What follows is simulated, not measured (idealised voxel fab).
You're looking at the process module voxel ribs on slabs.
This is section cut - it's 185 nm across, gridded in 5 nm square cells.
Throughout this document, each cross-section is represented as a grid of square cells and is presented as a sequence of bands enumerated from the top downward, where a band comprises one or more rows of cells.
Basically the band line says how high the top is and how high the bottom is, in nm, and then what's in it from left to right, every material with its width in nm. Empty space shows up as "blank", and if a single material carries "everywhere" it runs the full band edge to edge.
The reference from which all heights are counted is 0, the level beneath which the as-received wafer is entirely one material; the lowest band, having no lower bound, proceeds downward and is written after the example "0..down".
Width: "30 to 40" (first number = top row, second number = bottom row, same change from row to row of cells).
For the purposes of this document, the phrase "remained unchanged" attached to a step denotes that no cell within the cross-section was modified by that step.
Basically, "Closed void register" tells you about the enclosed voids: empty spaces with no open way to the top, 8 cells or bigger, each written width x height at distance, where distance is from the left edge, all in nm.
Formally, on a step line, whatever follows the settings is a remark that the simulator itself makes on the step.
If you see "overlay nm" on a step's line and that step has a mask, it's telling you how far right of where it was planned the mask ended up; a negative number means it went left instead.

Intended process steps
1,RECEIVE, material Si
2,DIRECTIONAL_DEP, material SiO2, thk nm 30
3,DIRECTIONAL_DEP, material polySi, thk nm 20
4,MASKED_ETCH, tone cover, mask id RIB, width nm 20, etch materials polySi, depth nm 5, overlay nm 0
5,DIRECTIONAL_DEP, material aC, thk nm 15
6,PATTERN, tone cover, mask id SLAB, material resist, width nm 50, thk nm 30, overlay nm 0
7,DIRECTIONAL_ETCH, etch materials aC, depth nm 15
8,STRIP, etch materials resist
9,DIRECTIONAL_ETCH, etch materials polySi, depth nm 15
10,STRIP, etch materials aC
11,FILL_DEP, material SiO2, thk nm 20
12,CMP, height nm 60
13,DIRECTIONAL_DEP, material W, thk nm 5
14,MASKED_ETCH, tone cover, mask id HEATER, width nm 30, etch materials W, depth nm 5, overlay nm 0
15,CONFORMAL_DEP, material SiO2, thk nm 5

Cross-section of the incoming wafer, state after step 1
- 0..down  Si everywhere
- Closed void register: none

First of two wafers at the end of the module, shown in cross-section; run carried out as planned
- 70..65  70 of blank, 40 of SiO2, 75 of blank
- 65..60  75 of SiO2, 30 of W, 80 of SiO2
- 60..50  SiO2 everywhere
- 50..45  80 of SiO2, 20 of polySi, 85 of SiO2
- 45..30  65 of SiO2, 50 of polySi, 70 of SiO2
- 30..0  SiO2 everywhere
- 0..down  Si everywhere
- Closed void register: none

Same start, same plan as the first wafer - but one mistake in the run. Cross-section of the second of the two at the end of the module
- 70..65  70 of blank, 40 of SiO2, 75 of blank
- 65..60  75 of SiO2, 30 of W, 80 of SiO2
- 60..50  SiO2 everywhere
- 50..45  80 of SiO2, 25 of polySi, 80 of SiO2
- 45..30  65 of SiO2, 50 of polySi, 70 of SiO2
- 30..0  SiO2 everywhere
- 0..down  Si everywhere
- Closed void register: none
The mistake made against the process plan was this: step 4 went in with a setting other than planned; the actual run was MASKED_ETCH, tone cover, mask id RIB, width nm 25, etch materials polySi, depth nm 5, overlay nm 0
Heads up, by the end the second wafer has more or fewer cells of some materials compared to the first: SiO2 -1; polySi +1
